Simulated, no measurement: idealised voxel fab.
Module name: voxel released beams (process module)
The cross-section shown here is cut; it is 200 nm wide and divided into square cells measuring 5 nm on a side.
Reading order for cross-sections: top band down to bottom band. Underlying form: a grid of square cells. Band size: one or more rows of cells.
Each band's line starts with the height of the band's top and of its bottom, in nm. Then come its materials from left to right, each with its width in nm. One material with "everywhere" fills the band from edge to edge. "empty" is empty space.
Beneath 0, the wafer as received is one material, and that level is where height counting begins. The lowest band goes on downward without a bottom; it is written like "from 0 down".
Width spec "30 to 40" -> top row of cells at first value, bottom row at second value, equal per-row change in between.
The designation "no alterations made", where it is given for a processing step, indicates that no cell of the cross-section was altered in the course of that step.
Closed empty spaces (no open way to the top) of 8 cells or more are what "Cavities, sealed" lists, each as width x height at distance from the left edge, nm for all three.
Anything after a step's settings on that line? It's the simulator's own note about the step.
Among the settings permitted on a step's line is "overlay nm"; applied to a step with a mask, it specifies the extent to which the mask lay to the right of its planned position, whereas a negative figure signifies a position to the left.
[Set out below are the planned steps of the process]
| 1 | RECEIVE with material Si |
| 2 | CONFORMAL_DEP with material SiN, thk nm 5 |
| 3 | DIRECTIONAL_DEP with material SiO2, thk nm 15 |
| 4 | DIRECTIONAL_DEP with material aC, thk nm 15 |
| 5 | PATTERN with tone open, mask id ANCHOR, material resist, width nm 45, thk nm 30, overlay nm 0 |
| 6 | DIRECTIONAL_ETCH with etch materials aC, depth nm 15 |
| 7 | STRIP with etch materials resist |
| 8 | DIRECTIONAL_ETCH with etch materials SiO2, depth nm 15 |
| 9 | STRIP with etch materials aC |
| 10 | CONFORMAL_DEP with material W, thk nm 15 |
| 11 | PATTERN with tone cover, mask id BEAM, material resist, width nm 90, thk nm 20, overlay nm 0 |
| 12 | DIRECTIONAL_ETCH with etch materials W, depth nm 15 |
| 13 | STRIP with etch materials resist |
| 14 | STRIP with etch materials SiO2 |
[Cross-section: wafer on arrival = after step 1]
> from 0 down: Si everywhere
> Cavities, sealed: none
[Cross-section taken at module completion on the first of two wafers; processed per the plan]
> from 35 to 20: empty 50 nm, W 20 nm, empty 15 nm, W 55 nm, empty 60 nm
> from 20 to 5: empty 55 nm, W 45 nm, empty 100 nm
> from 5 to 0: SiN everywhere
> from 0 down: Si everywhere
> Cavities, sealed: none
[Module end: cross-section of wafer two of two. Same start and process plan as the first wafer. One mistake during execution]
> from 35 to 20: empty 50 nm, W 25 nm, empty 5 nm, W 60 nm, empty 60 nm
> from 20 to 5: empty 60 nm, W 35 nm, empty 105 nm
> from 5 to 0: SiN everywhere
> from 0 down: Si everywhere
> Cavities, sealed: none
Run error: step 5: run off-plan, actual operation and settings PATTERN with tone open, mask id ANCHOR, material resist, width nm 35, thk nm 30, overlay nm 0
When the process is done, the second wafer contains the same cell count of every material as the first wafer, but distributed over other locations.
